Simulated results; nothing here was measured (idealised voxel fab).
The document below concerns the process module designated voxel air gaps.
Cross-sectional view cut (width: 215 nm; square cell size: 5 nm).
A cross-section is a grid of square cells, given in bands from the top down. A band is one or more rows of cells. What a band's entry tells you: where the top is and where the bottom is, as heights in nm, and after that what lies inside, material by material from left to right, each with its width in nm. Empty space is written as the word "empty", and a single material marked with the word "throughout" occupies the band from edge to edge. Height datum 0, below which the as-received substrate wafer is one material. Lowest band open at the bottom, running downward: "0 down". The width entry "30..40" should be interpreted row by row: the top row of cells in the band takes the first number, the bottom row takes the second number, and the change between adjacent rows is uniform throughout. When a step is marked "no change", none of the cells in the cross-section changed during that step. Closed-off voids of 8+ cells (no open route to the top) go in "Sealed-off cavities", written width x height at distance from the left edge, in nm. Formally, on a step line, whatever follows the settings is a remark that the simulator itself makes on the step. overlay nm: where the mask lay relative to plan, measured to the right, on steps with a mask; negatives go left.

HERE'S WHAT THE PLANNED PROCESS STEPS LOOK LIKE
- 1: RECEIVE with material Si
- 2: CONFORMAL_DEP with material SiO2, thk nm 10
- 3: CONFORMAL_DEP with material SiN, thk nm 5
- 4: DIRECTIONAL_DEP with material SiO2, thk nm 35
- 5: DIRECTIONAL_DEP with material aC, thk nm 10
- 6: PATTERN with tone open, mask id LINES, material resist, width nm 25, pitch nm 55, thk nm 25, overlay nm 0
- 7: DIRECTIONAL_ETCH with etch materials aC, depth nm 10
- 8: STRIP with etch materials resist
- 9: DIRECTIONAL_ETCH with etch materials SiO2, depth nm 35
- 10: STRIP with etch materials aC
- 11: CONFORMAL_DEP with material TiN, thk nm 5
- 12: FILL_DEP with material Cu, thk nm 5
- 13: CMP with height nm 50
- 14: EPI with material Ru, thk nm 10
- 15: SELECTIVE_ETCH with etch materials SiO2, depth nm 45
- 16: CONFORMAL_DEP with material SiCN, thk nm 5

FIRST OF TWO WAFERS, PROCESSED ACCORDING TO PLAN

THIS IS THE CROSS-SECTION OF THE WAFER AS WE RECEIVED IT, I.E. AFTER STEP 1
- 0 down | Si throughout
- Sealed-off cavities: none

HOW THE WAFER STANDS IN SECTION AFTER STEP 2
- 10 to 0 | SiO2 throughout
- below 0: unchanged

HOW THE WAFER STANDS IN SECTION AFTER STEP 3
- 15 to 10 | SiN throughout
- below 10: unchanged

HOW THE WAFER STANDS IN SECTION AFTER STEP 4
- 50 to 15 | SiO2 throughout
- below 15: unchanged

HOW THE WAFER STANDS IN SECTION AFTER STEP 5
- 60 to 50 | aC throughout
- below 50: unchanged

HOW THE WAFER STANDS IN SECTION AFTER STEP 6
- 85 to 60 | resist=40 | empty=25 | resist=30 | empty=25 | resist=30 | empty=25 | resist=40
- below 60: unchanged

HOW THE WAFER STANDS IN SECTION AFTER STEP 7
- 75 to 60 | resist=40 | empty=25 | resist=30 | empty=25 | resist=30 | empty=25 | resist=40
- 60 to 50 | aC=40 | empty=25 | aC=30 | empty=25 | aC=30 | empty=25 | aC=40
- below 50: unchanged

HOW THE WAFER STANDS IN SECTION AFTER STEP 8
- 60 to 50 | aC=40 | empty=25 | aC=30 | empty=25 | aC=30 | empty=25 | aC=40
- below 50: unchanged

HOW THE WAFER STANDS IN SECTION AFTER STEP 9
- 60 to 50 | aC=40 | empty=25 | aC=30 | empty=25 | aC=30 | empty=25 | aC=40
- 50 to 15 | SiO2=40 | empty=25 | SiO2=30 | empty=25 | SiO2=30 | empty=25 | SiO2=40
- below 15: unchanged

HOW THE WAFER STANDS IN SECTION AFTER STEP 10
- 50 to 15 | SiO2=40 | empty=25 | SiO2=30 | empty=25 | SiO2=30 | empty=25 | SiO2=40
- below 15: unchanged

HOW THE WAFER STANDS IN SECTION AFTER STEP 11
- 55 to 50 | TiN=45 | empty=15 | TiN=40 | empty=15 | TiN=40 | empty=15 | TiN=45
- 50 to 20 | SiO2=40 | TiN=5 | empty=15 | TiN=5 | SiO2=30 | TiN=5 | empty=15 | TiN=5 | SiO2=30 | TiN=5 | empty=15 | TiN=5 | SiO2=40
- 20 to 15 | SiO2=40 | TiN=25 | SiO2=30 | TiN=25 | SiO2=30 | TiN=25 | SiO2=40
- below 15: unchanged

HOW THE WAFER STANDS IN SECTION AFTER STEP 12
- 60 to 55 | Cu throughout
- 55 to 50 | TiN=45 | Cu=15 | TiN=40 | Cu=15 | TiN=40 | Cu=15 | TiN=45
- 50 to 20 | SiO2=40 | TiN=5 | Cu=15 | TiN=5 | SiO2=30 | TiN=5 | Cu=15 | TiN=5 | SiO2=30 | TiN=5 | Cu=15 | TiN=5 | SiO2=40
- below 20: unchanged

HOW THE WAFER STANDS IN SECTION AFTER STEP 13
- 50 to 20 | SiO2=40 | TiN=5 | Cu=15 | TiN=5 | SiO2=30 | TiN=5 | Cu=15 | TiN=5 | SiO2=30 | TiN=5 | Cu=15 | TiN=5 | SiO2=40
- below 20: unchanged

HOW THE WAFER STANDS IN SECTION AFTER STEP 14
- 60 to 50 | empty=30 | Ru=45 | empty=10 | Ru=45 | empty=10 | Ru=45 | empty=30
- below 50: unchanged

HOW THE WAFER STANDS IN SECTION AFTER STEP 15
- 60 to 50 | empty=30 | Ru=45 | empty=10 | Ru=45 | empty=10 | Ru=45 | empty=30
- 50 to 20 | empty=40 | TiN=5 | Cu=15 | TiN=5 | empty=30 | TiN=5 | Cu=15 | TiN=5 | empty=30 | TiN=5 | Cu=15 | TiN=5 | empty=40
- 20 to 15 | empty=40 | TiN=25 | empty=30 | TiN=25 | empty=30 | TiN=25 | empty=40
- below 15: unchanged

HOW THE WAFER STANDS IN SECTION AFTER STEP 16
- 65 to 60 | empty=25 | SiCN=165 | empty=25
- 60 to 50 | empty=25 | SiCN=5 | Ru=45 | SiCN=10 | Ru=45 | SiCN=10 | Ru=45 | SiCN=5 | empty=25
- 50 to 45 | empty=25 | SiCN=15 | TiN=5 | Cu=15 | TiN=5 | SiCN=30 | TiN=5 | Cu=15 | TiN=5 | SiCN=30 | TiN=5 | Cu=15 | TiN=5 | SiCN=15 | empty=25
- 45 to 20 | empty=35 | SiCN=5 | TiN=5 | Cu=15 | TiN=5 | SiCN=5 | empty=20 | SiCN=5 | TiN=5 | Cu=15 | TiN=5 | SiCN=5 | empty=20 | SiCN=5 | TiN=5 | Cu=15 | TiN=5 | SiCN=5 | empty=35
- 20 to 15 | SiCN=40 | TiN=25 | SiCN=30 | TiN=25 | SiCN=30 | TiN=25 | SiCN=40
- below 15: unchanged
- Sealed-off cavities: 20 x 25 at 70; 20 x 25 at 125

SECOND WAFER, SAME STARTING CONDITIONS AND RECIPE AS THE FIRST, ONE MISTAKE IN EXECUTING IT, NOTHING DIFFERS FROM THE FIRST UP TO AND INCLUDING STEP 5

SECOND WAFER, SECTION VIEW, TIME POINT: SCHEDULED END OF STEP 6
- 85 to 60 | empty=40 | resist=25 | empty=30 | resist=25 | empty=30 | resist=25 | empty=40
- below 60: unchanged

SECOND WAFER, SECTION VIEW, TIME POINT: SCHEDULED END OF STEP 7
- 75 to 60 | empty=40 | resist=25 | empty=30 | resist=25 | empty=30 | resist=25 | empty=40
- 60 to 50 | empty=40 | aC=25 | empty=30 | aC=25 | empty=30 | aC=25 | empty=40
- below 50: unchanged

SECOND WAFER, SECTION VIEW, TIME POINT: SCHEDULED END OF STEP 8
- 60 to 50 | empty=40 | aC=25 | empty=30 | aC=25 | empty=30 | aC=25 | empty=40
- below 50: unchanged

SECOND WAFER, SECTION VIEW, TIME POINT: SCHEDULED END OF STEP 9
- 60 to 50 | empty=40 | aC=25 | empty=30 | aC=25 | empty=30 | aC=25 | empty=40
- 50 to 15 | empty=40 | SiO2=25 | empty=30 | SiO2=25 | empty=30 | SiO2=25 | empty=40
- below 15: unchanged

SECOND WAFER, SECTION VIEW, TIME POINT: SCHEDULED END OF STEP 10
- 50 to 15 | empty=40 | SiO2=25 | empty=30 | SiO2=25 | empty=30 | SiO2=25 | empty=40
- below 15: unchanged

SECOND WAFER, SECTION VIEW, TIME POINT: SCHEDULED END OF STEP 11
- 55 to 50 | empty=35 | TiN=35 | empty=20 | TiN=35 | empty=20 | TiN=35 | empty=35
- 50 to 20 | empty=35 | TiN=5 | SiO2=25 | TiN=5 | empty=20 | TiN=5 | SiO2=25 | TiN=5 | empty=20 | TiN=5 | SiO2=25 | TiN=5 | empty=35
- 20 to 15 | TiN=40 | SiO2=25 | TiN=30 | SiO2=25 | TiN=30 | SiO2=25 | TiN=40
- below 15: unchanged

SECOND WAFER, SECTION VIEW, TIME POINT: SCHEDULED END OF STEP 12
- 60 to 55 | Cu throughout
- 55 to 50 | Cu=35 | TiN=35 | Cu=20 | TiN=35 | Cu=20 | TiN=35 | Cu=35
- 50 to 20 | Cu=35 | TiN=5 | SiO2=25 | TiN=5 | Cu=20 | TiN=5 | SiO2=25 | TiN=5 | Cu=20 | TiN=5 | SiO2=25 | TiN=5 | Cu=35
- below 20: unchanged

SECOND WAFER, SECTION VIEW, TIME POINT: SCHEDULED END OF STEP 13
- 50 to 20 | Cu=35 | TiN=5 | SiO2=25 | TiN=5 | Cu=20 | TiN=5 | SiO2=25 | TiN=5 | Cu=20 | TiN=5 | SiO2=25 | TiN=5 | Cu=35
- below 20: unchanged

SECOND WAFER, SECTION VIEW, TIME POINT: SCHEDULED END OF STEP 14
- 60 to 50 | Ru=50 | empty=5 | Ru=50 | empty=5 | Ru=50 | empty=5 | Ru=50
- below 50: unchanged

SECOND WAFER, SECTION VIEW, TIME POINT: SCHEDULED END OF STEP 15
- 60 to 50 | Ru=50 | empty=5 | Ru=50 | empty=5 | Ru=50 | empty=5 | Ru=50
- 50 to 20 | Cu=35 | TiN=5 | empty=25 | TiN=5 | Cu=20 | TiN=5 | empty=25 | TiN=5 | Cu=20 | TiN=5 | empty=25 | TiN=5 | Cu=35
- 20 to 15 | TiN=40 | empty=25 | TiN=30 | empty=25 | TiN=30 | empty=25 | TiN=40
- below 15: unchanged

SECOND WAFER, SECTION VIEW, TIME POINT: SCHEDULED END OF STEP 16
- 65 to 60 | SiCN throughout
- 60 to 50 | Ru=50 | SiCN=5 | Ru=50 | SiCN=5 | Ru=50 | SiCN=5 | Ru=50
- 50 to 45 | Cu=35 | TiN=5 | SiCN=25 | TiN=5 | Cu=20 | TiN=5 | SiCN=25 | TiN=5 | Cu=20 | TiN=5 | SiCN=25 | TiN=5 | Cu=35
- 45 to 20 | Cu=35 | TiN=5 | SiCN=5 | empty=15 | SiCN=5 | TiN=5 | Cu=20 | TiN=5 | SiCN=5 | empty=15 | SiCN=5 | TiN=5 | Cu=20 | TiN=5 | SiCN=5 | empty=15 | SiCN=5 | TiN=5 | Cu=35
- 20 to 15 | TiN=40 | SiCN=25 | TiN=30 | SiCN=25 | TiN=30 | SiCN=25 | TiN=40
- below 15: unchanged
- Sealed-off cavities: 15 x 25 at 45; 15 x 25 at 100; 15 x 25 at 155
Processing error: step 6 did not use the planned setting and instead ran as PATTERN with tone cover, mask id LINES, material resist, width nm 25, pitch nm 55, thk nm 25, overlay nm 0
Wafer comparison, final, in cells, second relative to first, materials more or fewer: Cu: 78 more; Ru: 26 more; SiCN: 12 fewer; TiN: 13 more
Heads up: the first wafer ends with 2 closed voids, the second with 3.
